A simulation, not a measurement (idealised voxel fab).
Process module, titled voxel ribs on slabs
Xsec cut, 280 nm wide, square cell size 5 nm.
Cross-section = grid of square cells, listed top down in bands; band = one or more rows. It is stipulated that each band's entry specify, in nanometres, the height of the top of the band and then that of its bottom, followed by the materials of the band in left-to-right sequence, each together with its width in nanometres. A single material marked by the word "everywhere" is understood to fill the band from edge to edge; the word "air" is understood to denote empty space. It should be noted that heights are counted from 0, beneath which the wafer as supplied is of one material throughout, and that the lowest band possesses no lower boundary but continues downward, as written in "top 0, no bottom". The two numbers in a width such as "30->40" mark its ends across the band: the first belongs to the top row of cells, the second to the bottom row, and from each row to the next the width moves by the same amount. "no modification", as given for a step, is the statement that not any cell of the cross-section underwent a change during that step. If an empty space has no open way to the top and is at least 8 cells in size, "Closed void inventory" lists it, written width x height at distance, where distance is measured from the left edge and every value is in nm. It should be noted that, on the line of a given step, the content following the step's settings is a remark produced by the simulator itself with respect to that step. overlay nm: on a step with a mask, how far right of its planned place the mask lay; negative means left.
# Process steps (planned)
1) RECEIVE [material Si]
2) DIRECTIONAL_DEP [material SiO2] [thk nm 30]
3) DIRECTIONAL_DEP [material polySi] [thk nm 20]
4) DIRECTIONAL_DEP [material aC] [thk nm 15]
5) PATTERN [tone cover] [mask id RIB] [material resist] [width nm 30] [thk nm 30] [overlay nm 0]
6) DIRECTIONAL_ETCH [etch materials aC] [depth nm 15]
7) STRIP [etch materials resist]
8) DIRECTIONAL_ETCH [etch materials polySi] [depth nm 15]
9) STRIP [etch materials aC]
10) DIRECTIONAL_DEP [material aC] [thk nm 15]
11) PATTERN [tone cover] [mask id SLAB] [material resist] [width nm 70] [thk nm 30] [overlay nm 0]
12) DIRECTIONAL_ETCH [etch materials aC] [depth nm 15]
13) STRIP [etch materials resist]
14) DIRECTIONAL_ETCH [etch materials polySi] [depth nm 5]
15) STRIP [etch materials aC]
16) FILL_DEP [material SiO2] [thk nm 30]
17) CMP [height nm 70]
18) DIRECTIONAL_DEP [material TiN] [thk nm 10]
19) DIRECTIONAL_DEP [material aC] [thk nm 15]
20) PATTERN [tone cover] [mask id HEATER] [material resist] [width nm 40] [thk nm 35] [overlay nm 0]
21) DIRECTIONAL_ETCH [etch materials aC] [depth nm 15]
22) STRIP [etch materials resist]
23) DIRECTIONAL_ETCH [etch materials TiN] [depth nm 10]
24) STRIP [etch materials aC]
25) CONFORMAL_DEP [material SiO2] [thk nm 5]
# First of two wafers - as planned
# Incoming wafer in cross-section (state: after step 1)
> top 0, no bottom = Si everywhere
> Closed void inventory: none
# Step 2 complete: cross-section through the wafer
> top 30, bottom 0 = SiO2 everywhere
> Below 0, no change.
# Step 3 complete: cross-section through the wafer
> top 50, bottom 30 = polySi everywhere
> Below 30, no change.
# Step 4 complete: cross-section through the wafer
> top 65, bottom 50 = aC everywhere
> Below 50, no change.
# Step 5 complete: cross-section through the wafer
> top 95, bottom 65 = air 125, then resist 30, then air 125
> Below 65, no change.
# Step 6 complete: cross-section through the wafer
> top 80, bottom 65 = air 125, then resist 30, then air 125
> top 65, bottom 50 = air 125, then aC 30, then air 125
> Below 50, no change.
# Step 7 complete: cross-section through the wafer
> top 65, bottom 50 = air 125, then aC 30, then air 125
> Below 50, no change.
# Step 8 complete: cross-section through the wafer
> top 65, bottom 50 = air 125, then aC 30, then air 125
> top 50, bottom 35 = air 125, then polySi 30, then air 125
> Below 35, no change.
# Step 9 complete: cross-section through the wafer
> top 50, bottom 35 = air 125, then polySi 30, then air 125
> Below 35, no change.
# Step 10 complete: cross-section through the wafer
> top 65, bottom 50 = air 125, then aC 30, then air 125
> top 50, bottom 35 = aC 125, then polySi 30, then aC 125
> Below 35, no change.
# Step 11 complete: cross-section through the wafer
> top 95, bottom 65 = air 105, then resist 70, then air 105
> top 65, bottom 50 = air 105, then resist 20, then aC 30, then resist 20, then air 105
> Below 50, no change.
# Step 12 complete: cross-section through the wafer
> top 80, bottom 65 = air 105, then resist 70, then air 105
> top 65, bottom 50 = air 105, then resist 20, then aC 30, then resist 20, then air 105
> top 50, bottom 35 = air 105, then aC 20, then polySi 30, then aC 20, then air 105
> Below 35, no change.
# Step 13 complete: cross-section through the wafer
> top 65, bottom 50 = air 125, then aC 30, then air 125
> Below 50, no change.
# Step 14 complete: cross-section through the wafer
> top 65, bottom 50 = air 125, then aC 30, then air 125
> top 50, bottom 35 = air 105, then aC 20, then polySi 30, then aC 20, then air 105
> top 35, bottom 30 = air 105, then polySi 70, then air 105
> Below 30, no change.
# Step 15 complete: cross-section through the wafer
> top 50, bottom 35 = air 125, then polySi 30, then air 125
> Below 35, no change.
# Step 16 complete: cross-section through the wafer
> top 80, bottom 50 = SiO2 everywhere
> top 50, bottom 35 = SiO2 125, then polySi 30, then SiO2 125
> top 35, bottom 30 = SiO2 105, then polySi 70, then SiO2 105
> Below 30, no change.
# Step 17 complete: cross-section through the wafer
> top 70, bottom 50 = SiO2 everywhere
> Below 50, no change.
# Step 18 complete: cross-section through the wafer
> top 80, bottom 70 = TiN everywhere
> Below 70, no change.
# Step 19 complete: cross-section through the wafer
> top 95, bottom 80 = aC everywhere
> Below 80, no change.
# Step 20 complete: cross-section through the wafer
> top 130, bottom 95 = air 120, then resist 40, then air 120
> Below 95, no change.
# Step 21 complete: cross-section through the wafer
> top 115, bottom 95 = air 120, then resist 40, then air 120
> top 95, bottom 80 = air 120, then aC 40, then air 120
> Below 80, no change.
# Step 22 complete: cross-section through the wafer
> top 95, bottom 80 = air 120, then aC 40, then air 120
> Below 80, no change.
# Step 23 complete: cross-section through the wafer
> top 95, bottom 80 = air 120, then aC 40, then air 120
> top 80, bottom 70 = air 120, then TiN 40, then air 120
> Below 70, no change.
# Step 24 complete: cross-section through the wafer
> top 80, bottom 70 = air 120, then TiN 40, then air 120
> Below 70, no change.
# Step 25 complete: cross-section through the wafer
> top 85, bottom 80 = air 115, then SiO2 50, then air 115
> top 80, bottom 75 = air 115, then SiO2 5, then TiN 40, then SiO2 5, then air 115
> top 75, bottom 70 = SiO2 120, then TiN 40, then SiO2 120
> Below 70, no change.
# The remaining wafer, second of the two, started like the first and was run to the same plan, except that one mistake was made along the way; the two coincide through step 1, inclusive
# Second wafer, sectioned view, at step 2's planned end time
> top 20, bottom 0 = polySi everywhere
> Below 0, no change.
# Second wafer, sectioned view, at step 3's planned end time
> top 50, bottom 20 = SiO2 everywhere
> Below 20, no change.
# Second wafer, sectioned view, at step 4's planned end time
> top 65, bottom 50 = aC everywhere
> Below 50, no change.
# Second wafer, sectioned view, at step 5's planned end time
> top 95, bottom 65 = air 125, then resist 30, then air 125
> Below 65, no change.
# Second wafer, sectioned view, at step 6's planned end time
> top 80, bottom 65 = air 125, then resist 30, then air 125
> top 65, bottom 50 = air 125, then aC 30, then air 125
> Below 50, no change.
# Second wafer, sectioned view, at step 7's planned end time
> top 65, bottom 50 = air 125, then aC 30, then air 125
> Below 50, no change.
Second wafer, sectioned view, at step 8's planned end time: no modification
# Second wafer, sectioned view, at step 9's planned end time
> top 50, bottom 20 = SiO2 everywhere
> Below 20, no change.
# Second wafer, sectioned view, at step 10's planned end time
> top 65, bottom 50 = aC everywhere
> Below 50, no change.
# Second wafer, sectioned view, at step 11's planned end time
> top 95, bottom 65 = air 105, then resist 70, then air 105
> Below 65, no change.
# Second wafer, sectioned view, at step 12's planned end time
> top 80, bottom 65 = air 105, then resist 70, then air 105
> top 65, bottom 50 = air 105, then aC 70, then air 105
> Below 50, no change.
# Second wafer, sectioned view, at step 13's planned end time
> top 65, bottom 50 = air 105, then aC 70, then air 105
> Below 50, no change.
Second wafer, sectioned view, at step 14's planned end time: no modification
# Second wafer, sectioned view, at step 15's planned end time
> top 50, bottom 20 = SiO2 everywhere
> Below 20, no change.
# Second wafer, sectioned view, at step 16's planned end time
> top 80, bottom 20 = SiO2 everywhere
> Below 20, no change.
# Second wafer, sectioned view, at step 17's planned end time
> top 70, bottom 20 = SiO2 everywhere
> Below 20, no change.
# Second wafer, sectioned view, at step 18's planned end time
> top 80, bottom 70 = TiN everywhere
> Below 70, no change.
# Second wafer, sectioned view, at step 19's planned end time
> top 95, bottom 80 = aC everywhere
> Below 80, no change.
# Second wafer, sectioned view, at step 20's planned end time
> top 130, bottom 95 = air 120, then resist 40, then air 120
> Below 95, no change.
# Second wafer, sectioned view, at step 21's planned end time
> top 115, bottom 95 = air 120, then resist 40, then air 120
> top 95, bottom 80 = air 120, then aC 40, then air 120
> Below 80, no change.
# Second wafer, sectioned view, at step 22's planned end time
> top 95, bottom 80 = air 120, then aC 40, then air 120
> Below 80, no change.
# Second wafer, sectioned view, at step 23's planned end time
> top 95, bottom 80 = air 120, then aC 40, then air 120
> top 80, bottom 70 = air 120, then TiN 40, then air 120
> Below 70, no change.
# Second wafer, sectioned view, at step 24's planned end time
> top 80, bottom 70 = air 120, then TiN 40, then air 120
> Below 70, no change.
# Second wafer, sectioned view, at step 25's planned end time
> top 85, bottom 80 = air 115, then SiO2 50, then air 115
> top 80, bottom 75 = air 115, then SiO2 5, then TiN 40, then SiO2 5, then air 115
> top 75, bottom 70 = SiO2 120, then TiN 40, then SiO2 120
> Below 70, no change.
Nonconformance to the process plan: the run placed steps 2 and 3 each in the position the plan gave to the other
Looking at both finished wafers in cells, the second ends up ahead of or behind the first on some materials: SiO2 -192 | polySi +192
